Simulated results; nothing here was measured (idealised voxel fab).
Proc. module: voxel trench capacitor
The cross-section shown here is cut; it is 225 nm wide and divided into square cells measuring 5 nm on a side.
In what follows, cross-sections appear as grids of square cells, described through bands that run from the top down, where every band is one or more rows of cells.
Band: top height; bottom height; in nm. Then, left to right: material with width in nm, for each material. "all across": a single material spanning edge to edge. "empty": empty space.
It should be noted that heights are counted from 0, beneath which the wafer as supplied is of one material throughout, and that the lowest band possesses no lower boundary but continues downward, as written in "0 -> down".
A width given as "30 to 40" starts at the first number in the band's top row and ends at the second number in its bottom row, shifting by an equal amount at every step from row to row.
Where a step carries "no modifications", the cross-section came out of it unchanged, cell for cell.
Empty spaces counting at least 8 cells and having no open way to the top are listed in "Closed void entries". The notation width x height at distance is used for each, the distance being from the left edge and all three values in nm.
Post-settings text on a step line: simulator's own remark regarding the step.
overlay nm, on a step with a mask: how far to the right of its planned place the mask lay; to the left if negative
**So here's the lineup of process steps we planned**
1: RECEIVE (material Si)
2: CONFORMAL_DEP (material SiN; thk nm 5)
3: PATTERN (tone open; mask id TRENCH; material resist; width nm 25; pitch nm 45; thk nm 15; overlay nm 0)
4: DIRECTIONAL_ETCH (etch materials SiN; depth nm 5)
5: DIRECTIONAL_ETCH (etch materials Si; depth nm 40)
6: STRIP (etch materials resist)
7: CONFORMAL_DEP (material Al2O3; thk nm 5)
8: FILL_DEP (material polySi; thk nm 5)
9: CMP (height nm 5)
**first wafer, as planned**
**Cross-section of the wafer as it came to us, i.e., already through step 1**
    0 -> down = Si all across
    Closed void entries: none
**The wafer, seen in cross-section, after step 2**
    5 -> 0 = SiN all across
    Below a height of 0, the structure has not been altered.
**The wafer, seen in cross-section, after step 3**
    20 -> 5 = 30 of resist  25 of empty  20 of resist  25 of empty  20 of resist  25 of empty  20 of resist  25 of empty  35 of resist
    Below a height of 5, the structure has not been altered.
**The wafer, seen in cross-section, after step 4**
    20 -> 5 = 30 of resist  25 of empty  20 of resist  25 of empty  20 of resist  25 of empty  20 of resist  25 of empty  35 of resist
    5 -> 0 = 30 of SiN  25 of empty  20 of SiN  25 of empty  20 of SiN  25 of empty  20 of SiN  25 of empty  35 of SiN
    Below a height of 0, the structure has not been altered.
**The wafer, seen in cross-section, after step 5**
    20 -> 5 = 30 of resist  25 of empty  20 of resist  25 of empty  20 of resist  25 of empty  20 of resist  25 of empty  35 of resist
    5 -> 0 = 30 of SiN  25 of empty  20 of SiN  25 of empty  20 of SiN  25 of empty  20 of SiN  25 of empty  35 of SiN
    0 -> -40 = 30 of Si  25 of empty  20 of Si  25 of empty  20 of Si  25 of empty  20 of Si  25 of empty  35 of Si
    Below a height of -40, the structure has not been altered.
**The wafer, seen in cross-section, after step 6**
    5 -> 0 = 30 of SiN  25 of empty  20 of SiN  25 of empty  20 of SiN  25 of empty  20 of SiN  25 of empty  35 of SiN
    Below a height of 0, the structure has not been altered.
**The wafer, seen in cross-section, after step 7**
    10 -> 5 = 35 of Al2O3  15 of empty  30 of Al2O3  15 of empty  30 of Al2O3  15 of empty  30 of Al2O3  15 of empty  40 of Al2O3
    5 -> 0 = 30 of SiN  5 of Al2O3  15 of empty  5 of Al2O3  20 of SiN  5 of Al2O3  15 of empty  5 of Al2O3  20 of SiN  5 of Al2O3  15 of empty  5 of Al2O3  20 of SiN  5 of Al2O3  15 of empty  5 of Al2O3  35 of SiN
    0 -> -35 = 30 of Si  5 of Al2O3  15 of empty  5 of Al2O3  20 of Si  5 of Al2O3  15 of empty  5 of Al2O3  20 of Si  5 of Al2O3  15 of empty  5 of Al2O3  20 of Si  5 of Al2O3  15 of empty  5 of Al2O3  35 of Si
    -35 -> -40 = 30 of Si  25 of Al2O3  20 of Si  25 of Al2O3  20 of Si  25 of Al2O3  20 of Si  25 of Al2O3  35 of Si
    Below a height of -40, the structure has not been altered.
**The wafer, seen in cross-section, after step 8**
    15 -> 10 = polySi all across
    10 -> 5 = 35 of Al2O3  15 of polySi  30 of Al2O3  15 of polySi  30 of Al2O3  15 of polySi  30 of Al2O3  15 of polySi  40 of Al2O3
    5 -> 0 = 30 of SiN  5 of Al2O3  15 of polySi  5 of Al2O3  20 of SiN  5 of Al2O3  15 of polySi  5 of Al2O3  20 of SiN  5 of Al2O3  15 of polySi  5 of Al2O3  20 of SiN  5 of Al2O3  15 of polySi  5 of Al2O3  35 of SiN
    0 -> -35 = 30 of Si  5 of Al2O3  15 of polySi  5 of Al2O3  20 of Si  5 of Al2O3  15 of polySi  5 of Al2O3  20 of Si  5 of Al2O3  15 of polySi  5 of Al2O3  20 of Si  5 of Al2O3  15 of polySi  5 of Al2O3  35 of Si
    Below a height of -35, the structure has not been altered.
**The wafer, seen in cross-section, after step 9**
    5 -> 0 = 30 of SiN  5 of Al2O3  15 of polySi  5 of Al2O3  20 of SiN  5 of Al2O3  15 of polySi  5 of Al2O3  20 of SiN  5 of Al2O3  15 of polySi  5 of Al2O3  20 of SiN  5 of Al2O3  15 of polySi  5 of Al2O3  35 of SiN
    Below a height of 0, the structure has not been altered.
**Second wafer. Start and plan as for the first. One mistake made in running. Agrees with the first up to and including step 2**
**Cross-section: second wafer, time at which step 3 was scheduled to end**
    20 -> 5 = 30 of empty  25 of resist  20 of empty  25 of resist  20 of empty  25 of resist  20 of empty  25 of resist  35 of empty
    Below a height of 5, the structure has not been altered.
**Cross-section: second wafer, time at which step 4 was scheduled to end**
    20 -> 5 = 30 of empty  25 of resist  20 of empty  25 of resist  20 of empty  25 of resist  20 of empty  25 of resist  35 of empty
    5 -> 0 = 30 of empty  25 of SiN  20 of empty  25 of SiN  20 of empty  25 of SiN  20 of empty  25 of SiN  35 of empty
    Below a height of 0, the structure has not been altered.
**Cross-section: second wafer, time at which step 5 was scheduled to end**
    20 -> 5 = 30 of empty  25 of resist  20 of empty  25 of resist  20 of empty  25 of resist  20 of empty  25 of resist  35 of empty
    5 -> 0 = 30 of empty  25 of SiN  20 of empty  25 of SiN  20 of empty  25 of SiN  20 of empty  25 of SiN  35 of empty
    0 -> -40 = 30 of empty  25 of Si  20 of empty  25 of Si  20 of empty  25 of Si  20 of empty  25 of Si  35 of empty
    Below a height of -40, the structure has not been altered.
**Cross-section: second wafer, time at which step 6 was scheduled to end**
    5 -> 0 = 30 of empty  25 of SiN  20 of empty  25 of SiN  20 of empty  25 of SiN  20 of empty  25 of SiN  35 of empty
    Below a height of 0, the structure has not been altered.
**Cross-section: second wafer, time at which step 7 was scheduled to end**
    10 -> 5 = 25 of empty  35 of Al2O3  10 of empty  35 of Al2O3  10 of empty  35 of Al2O3  10 of empty  35 of Al2O3  30 of empty
    5 -> 0 = 25 of empty  5 of Al2O3  25 of SiN  5 of Al2O3  10 of empty  5 of Al2O3  25 of SiN  5 of Al2O3  10 of empty  5 of Al2O3  25 of SiN  5 of Al2O3  10 of empty  5 of Al2O3  25 of SiN  5 of Al2O3  30 of empty
    0 -> -35 = 25 of empty  5 of Al2O3  25 of Si  5 of Al2O3  10 of empty  5 of Al2O3  25 of Si  5 of Al2O3  10 of empty  5 of Al2O3  25 of Si  5 of Al2O3  10 of empty  5 of Al2O3  25 of Si  5 of Al2O3  30 of empty
    -35 -> -40 = 30 of Al2O3  25 of Si  20 of Al2O3  25 of Si  20 of Al2O3  25 of Si  20 of Al2O3  25 of Si  35 of Al2O3
    Below a height of -40, the structure has not been altered.
**Cross-section: second wafer, time at which step 8 was scheduled to end**
    15 -> 10 = polySi all across
    10 -> 5 = 25 of polySi  35 of Al2O3  10 of polySi  35 of Al2O3  10 of polySi  35 of Al2O3  10 of polySi  35 of Al2O3  30 of polySi
    5 -> 0 = 25 of polySi  5 of Al2O3  25 of SiN  5 of Al2O3  10 of polySi  5 of Al2O3  25 of SiN  5 of Al2O3  10 of polySi  5 of Al2O3  25 of SiN  5 of Al2O3  10 of polySi  5 of Al2O3  25 of SiN  5 of Al2O3  30 of polySi
    0 -> -35 = 25 of polySi  5 of Al2O3  25 of Si  5 of Al2O3  10 of polySi  5 of Al2O3  25 of Si  5 of Al2O3  10 of polySi  5 of Al2O3  25 of Si  5 of Al2O3  10 of polySi  5 of Al2O3  25 of Si  5 of Al2O3  30 of polySi
    Below a height of -35, the structure has not been altered.
**Cross-section: second wafer, time at which step 9 was scheduled to end**
    5 -> 0 = 25 of polySi  5 of Al2O3  25 of SiN  5 of Al2O3  10 of polySi  5 of Al2O3  25 of SiN  5 of Al2O3  10 of polySi  5 of Al2O3  25 of SiN  5 of Al2O3  10 of polySi  5 of Al2O3  25 of SiN  5 of Al2O3  30 of polySi
    Below a height of 0, the structure has not been altered.
What was done differently from what was planned? heads up, step 3 didn't go per plan, it actually ran as PATTERN (tone cover; mask id TRENCH; material resist; width nm 25; pitch nm 45; thk nm 15; overlay nm 0)
The final cell counts differ between the wafers, with the second having more or fewer of some materials than the first: Al2O3 +5; Si -40; SiN -5; polySi +40
